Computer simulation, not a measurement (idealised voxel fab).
Documented hereafter: the process module known as voxel air gaps.
Section cut is 295 nm wide and gridded with 5 nm square cells.
Bands, listed from the top down, are how a cross-section gets written in this document; the cross-section itself is a grid of square cells, and a band is one or more rows of them.
Look at the band entry: it leads with the top's height and the bottom's height in nm. Then it lists the materials left to right, with a width in nm for each. The word "all across" on a single material says that material fills the band edge to edge. The word "empty" is empty space.
Heights are expressed relative to 0, this being the level below which the as-received wafer comprises one material exclusively. The lowest band is unbounded in the downward direction and is denoted as in "top 0, no bottom".
Quick explanation for "30..40": the width changes in equal steps down the rows of cells, from the first number in the band's top row to the second number in its bottom row.
It should be understood that the words "no modification", when stated for a given step, signify that the cross-section underwent no change in any of its cells during that step.
The label "Catalogued sealed voids" introduces a list of the empty spaces, 8 cells or larger, that have no open way up to the top; each entry in it reads width x height at distance, where the distance is taken from the left edge and all three are stated in nm.
It should be noted that, on the line of a given step, the content following the step's settings is a remark produced by the simulator itself with respect to that step.
For masked steps, "overlay nm" on the step line gives how far right of plan the mask actually lay; a minus sign means it lay to the left.

Planned step list for the process:
1. RECEIVE with material Si
2. CONFORMAL_DEP with material SiO2, thk nm 15
3. CONFORMAL_DEP with material SiCN, thk nm 5
4. DIRECTIONAL_DEP with material lowk, thk nm 40
5. MASKED_ETCH with tone open, mask id LINES, width nm 20, pitch nm 50, etch materials lowk, depth nm 40, overlay nm 0
6. CONFORMAL_DEP with material TiN, thk nm 5
7. FILL_DEP with material W, thk nm 5
8. CMP with height nm 60
9. EPI with material Ru, thk nm 10
10. SELECTIVE_ETCH with etch materials lowk, depth nm 50
11. CONFORMAL_DEP with material SiCN, thk nm 5

Cross-section of the wafer upon arrival, representing the state reached after step 1:
top 0, no bottom | Si all across
Catalogued sealed voids: none

First of two wafers: cross-section at end of module, run per plan:
top 75, bottom 70 | empty 45 | SiCN 200 | empty 50
top 70, bottom 60 | empty 45 | SiCN 5 | Ru 40 | SiCN 10 | Ru 40 | SiCN 10 | Ru 40 | SiCN 10 | Ru 40 | SiCN 5 | empty 50
top 60, bottom 55 | empty 45 | SiCN 15 | TiN 5 | W 10 | TiN 5 | SiCN 30 | TiN 5 | W 10 | TiN 5 | SiCN 30 | TiN 5 | W 10 | TiN 5 | SiCN 30 | TiN 5 | W 10 | TiN 5 | SiCN 15 | empty 50
top 55, bottom 25 | empty 55 | SiCN 5 | TiN 5 | W 10 | TiN 5 | SiCN 5 | empty 20 | SiCN 5 | TiN 5 | W 10 | TiN 5 | SiCN 5 | empty 20 | SiCN 5 | TiN 5 | W 10 | TiN 5 | SiCN 5 | empty 20 | SiCN 5 | TiN 5 | W 10 | TiN 5 | SiCN 5 | empty 60
top 25, bottom 20 | SiCN 60 | TiN 20 | SiCN 30 | TiN 20 | SiCN 30 | TiN 20 | SiCN 30 | TiN 20 | SiCN 65
top 20, bottom 15 | SiCN all across
top 15, bottom 0 | SiO2 all across
top 0, no bottom | Si all across
Catalogued sealed voids: 20 x 30 at 85; 20 x 30 at 135; 20 x 30 at 185

Cross-section, second wafer: same start as the first, same plan as the first, one mistake in running it; taken at the end of the module:
top 75, bottom 70 | empty 45 | SiCN 200 | empty 50
top 70, bottom 60 | empty 45 | SiCN 5 | Ru 40 | SiCN 10 | Ru 40 | SiCN 10 | Ru 40 | SiCN 10 | Ru 40 | SiCN 5 | empty 50
top 60, bottom 55 | empty 45 | SiCN 15 | TiN 5 | W 10 | TiN 5 | SiCN 30 | TiN 5 | W 10 | TiN 5 | SiCN 30 | TiN 5 | W 10 | TiN 5 | SiCN 30 | TiN 5 | W 10 | TiN 5 | SiCN 15 | empty 50
top 55, bottom 40 | empty 55 | SiCN 5 | TiN 5 | W 10 | TiN 5 | SiCN 5 | empty 20 | SiCN 5 | TiN 5 | W 10 | TiN 5 | SiCN 5 | empty 20 | SiCN 5 | TiN 5 | W 10 | TiN 5 | SiCN 5 | empty 20 | SiCN 5 | TiN 5 | W 10 | TiN 5 | SiCN 5 | empty 60
top 40, bottom 35 | SiCN 60 | TiN 20 | SiCN 30 | TiN 20 | SiCN 30 | TiN 20 | SiCN 30 | TiN 20 | SiCN 65
top 35, bottom 30 | SiCN all across
top 30, bottom 0 | SiO2 all across
top 0, no bottom | Si all across
Catalogued sealed voids: 20 x 15 at 85; 20 x 15 at 135; 20 x 15 at 185
The plan and the run diverged here: it should be noted that step 2 of the plan was executed twice
Bottom line after processing is that, in cells, the second wafer is up or down on some materials versus the first: SiCN: 24 fewer, SiO2: 177 more, TiN: 24 fewer, W: 24 fewer
